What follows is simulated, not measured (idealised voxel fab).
Documented hereafter: the process module known as voxel gate over fins.
The figure presents cross-section cut, which has a width of 250 nm and is divided into square cells with an edge length of 5 nm.
Square cells in a grid make up a cross-section in this document, and the grid is given as bands, listed from the top down, each one or more rows of cells.
Band: top and bottom heights (nm) first, top before bottom; then materials from left to right, widths in nm. "throughout" marks a sole material filling the band edge to edge. "air" denotes empty space.
For the purposes of this specification, 0 denotes the height below which the wafer in its as-received condition is composed wholly of one material, and the lowermost band, lacking a lower limit, extends downward without end, as expressed in "from 0 down".
The two numbers in a width such as "30 to 40" mark its ends across the band: the first belongs to the top row of cells, the second to the bottom row, and from each row to the next the width moves by the same amount.
"no modifications" -> step changed no cross-section cell.
So "Closed void entries" is basically the list of trapped voids: any empty space of 8 cells or more that can't reach the top through an opening. They're written width x height at distance, the distance being from the left edge, and it's all nm.
Anything after a step's settings on that line? It's the simulator's own note about the step.
On any step carrying a mask, the "overlay nm" setting, if present on the step's line, tells how far right of its planned place the mask lay; negative values point to the left.
Below is the list of planned process steps
1 RECEIVE, material Si
2 CONFORMAL_DEP, material SiN, thk nm 5
3 MASKED_ETCH, tone cover, mask id FINS, width nm 15, pitch nm 55, etch materials SiN, depth nm 5, overlay nm 0
4 MASKED_ETCH, tone cover, mask id FINS, width nm 15, pitch nm 55, etch materials Si, depth nm 40, overlay nm 0
5 OXIDIZE, depth nm 5
6 FILL_DEP, material SiO2, thk nm 15
7 CMP, height nm 5
8 MASKED_ETCH, tone open, mask id RAIL, width nm 15, etch materials SiO2, depth nm 40, overlay nm 0
9 CONFORMAL_DEP, material TiN, thk nm 5
10 FILL_DEP, material W, thk nm 10
11 CMP, height nm 5
12 SELECTIVE_ETCH, etch materials W Ru TiN, depth nm 30
13 FILL_DEP, material SiO2, thk nm 5
14 CMP, height nm 5
15 SELECTIVE_ETCH, etch materials SiO2, depth nm 20
16 STRIP, etch materials SiN
17 CONFORMAL_DEP, material HfO2, thk nm 5
18 CONFORMAL_DEP, material TiN, thk nm 5
19 FILL_DEP, material W, thk nm 10
20 CMP, height nm 15
21 CONFORMAL_DEP, material SiN, thk nm 5
Below: the first of two wafers, run as planned
Shown in cross-section is the wafer as received, that is, as it stands after step 1
* from 0 down = Si throughout
* Closed void entries: none
So this is the wafer cross-section right after step 2
* from 5 to 0 = SiN throughout
* Everything below 0 is unchanged.
So this is the wafer cross-section right after step 3
* from 5 to 0 = 35 of air  15 of SiN  40 of air  15 of SiN  40 of air  15 of SiN  40 of air  15 of SiN  35 of air
* Everything below 0 is unchanged.
So this is the wafer cross-section right after step 4
* from 5 to 0 = 35 of air  15 of SiN  40 of air  15 of SiN  40 of air  15 of SiN  40 of air  15 of SiN  35 of air
* from 0 to -40 = 35 of air  15 of Si  40 of air  15 of Si  40 of air  15 of Si  40 of air  15 of Si  35 of air
* Everything below -40 is unchanged.
So this is the wafer cross-section right after step 5
* from 5 to 0 = 35 of air  15 of SiN  40 of air  15 of SiN  40 of air  15 of SiN  40 of air  15 of SiN  35 of air
* from 0 to -40 = 35 of air  5 of SiO2  5 of Si  5 of SiO2  40 of air  5 of SiO2  5 of Si  5 of SiO2  40 of air  5 of SiO2  5 of Si  5 of SiO2  40 of air  5 of SiO2  5 of Si  5 of SiO2  35 of air
* from -40 to -45 = 40 of SiO2  5 of Si  50 of SiO2  5 of Si  50 of SiO2  5 of Si  50 of SiO2  5 of Si  40 of SiO2
* Everything below -45 is unchanged.
So this is the wafer cross-section right after step 6
* from 20 to 5 = SiO2 throughout
* from 5 to 0 = 35 of SiO2  15 of SiN  40 of SiO2  15 of SiN  40 of SiO2  15 of SiN  40 of SiO2  15 of SiN  35 of SiO2
* from 0 to -45 = 40 of SiO2  5 of Si  50 of SiO2  5 of Si  50 of SiO2  5 of Si  50 of SiO2  5 of Si  40 of SiO2
* Everything below -45 is unchanged.
So this is the wafer cross-section right after step 7
* from 5 to 0 = 35 of SiO2  15 of SiN  40 of SiO2  15 of SiN  40 of SiO2  15 of SiN  40 of SiO2  15 of SiN  35 of SiO2
* Everything below 0 is unchanged.
So this is the wafer cross-section right after step 8
* from 5 to 0 = 35 of SiO2  15 of SiN  10 of SiO2  15 of air  15 of SiO2  15 of SiN  40 of SiO2  15 of SiN  40 of SiO2  15 of SiN  35 of SiO2
* from 0 to -35 = 40 of SiO2  5 of Si  15 of SiO2  15 of air  20 of SiO2  5 of Si  50 of SiO2  5 of Si  50 of SiO2  5 of Si  40 of SiO2
* Everything below -35 is unchanged.
So this is the wafer cross-section right after step 9
* from 10 to 5 = 65 of TiN  5 of air  180 of TiN
* from 5 to 0 = 35 of SiO2  15 of SiN  10 of SiO2  5 of TiN  5 of air  5 of TiN  15 of SiO2  15 of SiN  40 of SiO2  15 of SiN  40 of SiO2  15 of SiN  35 of SiO2
* from 0 to -30 = 40 of SiO2  5 of Si  15 of SiO2  5 of TiN  5 of air  5 of TiN  20 of SiO2  5 of Si  50 of SiO2  5 of Si  50 of SiO2  5 of Si  40 of SiO2
* from -30 to -35 = 40 of SiO2  5 of Si  15 of SiO2  15 of TiN  20 of SiO2  5 of Si  50 of SiO2  5 of Si  50 of SiO2  5 of Si  40 of SiO2
* Everything below -35 is unchanged.
So this is the wafer cross-section right after step 10
* from 20 to 10 = W throughout
* from 10 to 5 = 65 of TiN  5 of W  180 of TiN
* from 5 to 0 = 35 of SiO2  15 of SiN  10 of SiO2  5 of TiN  5 of W  5 of TiN  15 of SiO2  15 of SiN  40 of SiO2  15 of SiN  40 of SiO2  15 of SiN  35 of SiO2
* from 0 to -30 = 40 of SiO2  5 of Si  15 of SiO2  5 of TiN  5 of W  5 of TiN  20 of SiO2  5 of Si  50 of SiO2  5 of Si  50 of SiO2  5 of Si  40 of SiO2
* Everything below -30 is unchanged.
So this is the wafer cross-section right after step 11
* from 5 to 0 = 35 of SiO2  15 of SiN  10 of SiO2  5 of TiN  5 of W  5 of TiN  15 of SiO2  15 of SiN  40 of SiO2  15 of SiN  40 of SiO2  15 of SiN  35 of SiO2
* Everything below 0 is unchanged.
So this is the wafer cross-section right after step 12
* from 5 to 0 = 35 of SiO2  15 of SiN  10 of SiO2  15 of air  15 of SiO2  15 of SiN  40 of SiO2  15 of SiN  40 of SiO2  15 of SiN  35 of SiO2
* from 0 to -25 = 40 of SiO2  5 of Si  15 of SiO2  15 of air  20 of SiO2  5 of Si  50 of SiO2  5 of Si  50 of SiO2  5 of Si  40 of SiO2
* Everything below -25 is unchanged.
So this is the wafer cross-section right after step 13
* from 10 to 5 = SiO2 throughout
* from 5 to 0 = 35 of SiO2  15 of SiN  40 of SiO2  15 of SiN  40 of SiO2  15 of SiN  40 of SiO2  15 of SiN  35 of SiO2
* from 0 to -25 = 40 of SiO2  5 of Si  50 of SiO2  5 of Si  50 of SiO2  5 of Si  50 of SiO2  5 of Si  40 of SiO2
* Everything below -25 is unchanged.
So this is the wafer cross-section right after step 14
* from 5 to 0 = 35 of SiO2  15 of SiN  40 of SiO2  15 of SiN  40 of SiO2  15 of SiN  40 of SiO2  15 of SiN  35 of SiO2
* Everything below 0 is unchanged.
So this is the wafer cross-section right after step 15
* from 5 to 0 = 35 of air  15 of SiN  40 of air  15 of SiN  40 of air  15 of SiN  40 of air  15 of SiN  35 of air
* from 0 to -15 = 40 of air  5 of Si  50 of air  5 of Si  50 of air  5 of Si  50 of air  5 of Si  40 of air
* Everything below -15 is unchanged.
So this is the wafer cross-section right after step 16
* from 0 to -15 = 40 of air  5 of Si  50 of air  5 of Si  50 of air  5 of Si  50 of air  5 of Si  40 of air
* Everything below -15 is unchanged.
So this is the wafer cross-section right after step 17
* from 5 to 0 = 35 of air  15 of HfO2  40 of air  15 of HfO2  40 of air  15 of HfO2  40 of air  15 of HfO2  35 of air
* from 0 to -10 = 35 of air  5 of HfO2  5 of Si  5 of HfO2  40 of air  5 of HfO2  5 of Si  5 of HfO2  40 of air  5 of HfO2  5 of Si  5 of HfO2  40 of air  5 of HfO2  5 of Si  5 of HfO2  35 of air
* from -10 to -15 = 40 of HfO2  5 of Si  50 of HfO2  5 of Si  50 of HfO2  5 of Si  50 of HfO2  5 of Si  40 of HfO2
* Everything below -15 is unchanged.
So this is the wafer cross-section right after step 18
* from 10 to 5 = 30 of air  25 of TiN  30 of air  25 of TiN  30 of air  25 of TiN  30 of air  25 of TiN  30 of air
* from 5 to 0 = 30 of air  5 of TiN  15 of HfO2  5 of TiN  30 of air  5 of TiN  15 of HfO2  5 of TiN  30 of air  5 of TiN  15 of HfO2  5 of TiN  30 of air  5 of TiN  15 of HfO2  5 of TiN  30 of air
* from 0 to -5 = 30 of air  5 of TiN  5 of HfO2  5 of Si  5 of HfO2  5 of TiN  30 of air  5 of TiN  5 of HfO2  5 of Si  5 of HfO2  5 of TiN  30 of air  5 of TiN  5 of HfO2  5 of Si  5 of HfO2  5 of TiN  30 of air  5 of TiN  5 of HfO2  5 of Si  5 of HfO2  5 of TiN  30 of air
* from -5 to -10 = 35 of TiN  5 of HfO2  5 of Si  5 of HfO2  40 of TiN  5 of HfO2  5 of Si  5 of HfO2  40 of TiN  5 of HfO2  5 of Si  5 of HfO2  40 of TiN  5 of HfO2  5 of Si  5 of HfO2  35 of TiN
* Everything below -10 is unchanged.
So this is the wafer cross-section right after step 19
* from 20 to 10 = W throughout
* from 10 to 5 = 30 of W  25 of TiN  30 of W  25 of TiN  30 of W  25 of TiN  30 of W  25 of TiN  30 of W
* from 5 to 0 = 30 of W  5 of TiN  15 of HfO2  5 of TiN  30 of W  5 of TiN  15 of HfO2  5 of TiN  30 of W  5 of TiN  15 of HfO2  5 of TiN  30 of W  5 of TiN  15 of HfO2  5 of TiN  30 of W
* from 0 to -5 = 30 of W  5 of TiN  5 of HfO2  5 of Si  5 of HfO2  5 of TiN  30 of W  5 of TiN  5 of HfO2  5 of Si  5 of HfO2  5 of TiN  30 of W  5 of TiN  5 of HfO2  5 of Si  5 of HfO2  5 of TiN  30 of W  5 of TiN  5 of HfO2  5 of Si  5 of HfO2  5 of TiN  30 of W
* Everything below -5 is unchanged.
So this is the wafer cross-section right after step 20
* from 15 to 10 = W throughout
* Everything below 10 is unchanged.
So this is the wafer cross-section right after step 21
* from 20 to 15 = SiN throughout
* Everything below 15 is unchanged.
The second wafer was prepared from the same starting point and under the same plan as the first; its processing contained one mistake, and it remains indistinguishable from the first wafer up to and including step 1
Second wafer: cross-section at the scheduled end of step 2: no modifications
Second wafer: cross-section at the scheduled end of step 3: no modifications
Second wafer: cross-section at the scheduled end of step 4
* from 0 to -40 = 35 of air  15 of Si  40 of air  15 of Si  40 of air  15 of Si  40 of air  15 of Si  35 of air
* Everything below -40 is unchanged.
Second wafer: cross-section at the scheduled end of step 5
* from 0 to -5 = 35 of air  15 of SiO2  40 of air  15 of SiO2  40 of air  15 of SiO2  40 of air  15 of SiO2  35 of air
* from -5 to -40 = 35 of air  5 of SiO2  5 of Si  5 of SiO2  40 of air  5 of SiO2  5 of Si  5 of SiO2  40 of air  5 of SiO2  5 of Si  5 of SiO2  40 of air  5 of SiO2  5 of Si  5 of SiO2  35 of air
* from -40 to -45 = 40 of SiO2  5 of Si  50 of SiO2  5 of Si  50 of SiO2  5 of Si  50 of SiO2  5 of Si  40 of SiO2
* Everything below -45 is unchanged.
Second wafer: cross-section at the scheduled end of step 6
* from 15 to -5 = SiO2 throughout
* from -5 to -45 = 40 of SiO2  5 of Si  50 of SiO2  5 of Si  50 of SiO2  5 of Si  50 of SiO2  5 of Si  40 of SiO2
* Everything below -45 is unchanged.
Second wafer: cross-section at the scheduled end of step 7
* from 5 to -5 = SiO2 throughout
* Everything below -5 is unchanged.
Second wafer: cross-section at the scheduled end of step 8
* from 5 to -5 = 60 of SiO2  15 of air  175 of SiO2
* from -5 to -35 = 40 of SiO2  5 of Si  15 of SiO2  15 of air  20 of SiO2  5 of Si  50 of SiO2  5 of Si  50 of SiO2  5 of Si  40 of SiO2
* Everything below -35 is unchanged.
Second wafer: cross-section at the scheduled end of step 9
* from 10 to 5 = 65 of TiN  5 of air  180 of TiN
* from 5 to -5 = 60 of SiO2  5 of TiN  5 of air  5 of TiN  175 of SiO2
* from -5 to -30 = 40 of SiO2  5 of Si  15 of SiO2  5 of TiN  5 of air  5 of TiN  20 of SiO2  5 of Si  50 of SiO2  5 of Si  50 of SiO2  5 of Si  40 of SiO2
* from -30 to -35 = 40 of SiO2  5 of Si  15 of SiO2  15 of TiN  20 of SiO2  5 of Si  50 of SiO2  5 of Si  50 of SiO2  5 of Si  40 of SiO2
* Everything below -35 is unchanged.
Second wafer: cross-section at the scheduled end of step 10
* from 20 to 10 = W throughout
* from 10 to 5 = 65 of TiN  5 of W  180 of TiN
* from 5 to -5 = 60 of SiO2  5 of TiN  5 of W  5 of TiN  175 of SiO2
* from -5 to -30 = 40 of SiO2  5 of Si  15 of SiO2  5 of TiN  5 of W  5 of TiN  20 of SiO2  5 of Si  50 of SiO2  5 of Si  50 of SiO2  5 of Si  40 of SiO2
* Everything below -30 is unchanged.
Second wafer: cross-section at the scheduled end of step 11
* from 5 to -5 = 60 of SiO2  5 of TiN  5 of W  5 of TiN  175 of SiO2
* Everything below -5 is unchanged.
Second wafer: cross-section at the scheduled end of step 12
* from 5 to -5 = 60 of SiO2  15 of air  175 of SiO2
* from -5 to -25 = 40 of SiO2  5 of Si  15 of SiO2  15 of air  20 of SiO2  5 of Si  50 of SiO2  5 of Si  50 of SiO2  5 of Si  40 of SiO2
* Everything below -25 is unchanged.
Second wafer: cross-section at the scheduled end of step 13
* from 10 to -5 = SiO2 throughout
* from -5 to -25 = 40 of SiO2  5 of Si  50 of SiO2  5 of Si  50 of SiO2  5 of Si  50 of SiO2  5 of Si  40 of SiO2
* Everything below -25 is unchanged.
Second wafer: cross-section at the scheduled end of step 14
* from 5 to -5 = SiO2 throughout
* Everything below -5 is unchanged.
Second wafer: cross-section at the scheduled end of step 15
* from -5 to -15 = 40 of air  5 of Si  50 of air  5 of Si  50 of air  5 of Si  50 of air  5 of Si  40 of air
* Everything below -15 is unchanged.
Second wafer: cross-section at the scheduled end of step 16: no modifications
Second wafer: cross-section at the scheduled end of step 17
* from 0 to -5 = 35 of air  15 of HfO2  40 of air  15 of HfO2  40 of air  15 of HfO2  40 of air  15 of HfO2  35 of air
* from -5 to -10 = 35 of air  5 of HfO2  5 of Si  5 of HfO2  40 of air  5 of HfO2  5 of Si  5 of HfO2  40 of air  5 of HfO2  5 of Si  5 of HfO2  40 of air  5 of HfO2  5 of Si  5 of HfO2  35 of air
* from -10 to -15 = 40 of HfO2  5 of Si  50 of HfO2  5 of Si  50 of HfO2  5 of Si  50 of HfO2  5 of Si  40 of HfO2
* Everything below -15 is unchanged.
Second wafer: cross-section at the scheduled end of step 18
* from 5 to 0 = 30 of air  25 of TiN  30 of air  25 of TiN  30 of air  25 of TiN  30 of air  25 of TiN  30 of air
* from 0 to -5 = 30 of air  5 of TiN  15 of HfO2  5 of TiN  30 of air  5 of TiN  15 of HfO2  5 of TiN  30 of air  5 of TiN  15 of HfO2  5 of TiN  30 of air  5 of TiN  15 of HfO2  5 of TiN  30 of air
* from -5 to -10 = 35 of TiN  5 of HfO2  5 of Si  5 of HfO2  40 of TiN  5 of HfO2  5 of Si  5 of HfO2  40 of TiN  5 of HfO2  5 of Si  5 of HfO2  40 of TiN  5 of HfO2  5 of Si  5 of HfO2  35 of TiN
* Everything below -10 is unchanged.
Second wafer: cross-section at the scheduled end of step 19
* from 15 to 5 = W throughout
* from 5 to 0 = 30 of W  25 of TiN  30 of W  25 of TiN  30 of W  25 of TiN  30 of W  25 of TiN  30 of W
* from 0 to -5 = 30 of W  5 of TiN  15 of HfO2  5 of TiN  30 of W  5 of TiN  15 of HfO2  5 of TiN  30 of W  5 of TiN  15 of HfO2  5 of TiN  30 of W  5 of TiN  15 of HfO2  5 of TiN  30 of W
* Everything below -5 is unchanged.
Second wafer: cross-section at the scheduled end of step 20: no modifications
Second wafer: cross-section at the scheduled end of step 21
* from 20 to 15 = SiN throughout
* Everything below 15 is unchanged.
Error vs. plan: plan step 2 was not performed, having been skipped
It is noted that, at the conclusion of processing, the second wafer exhibits a higher or lower cell count for certain materials relative to the first: HfO2 -8, Si -4, TiN -8, W +20
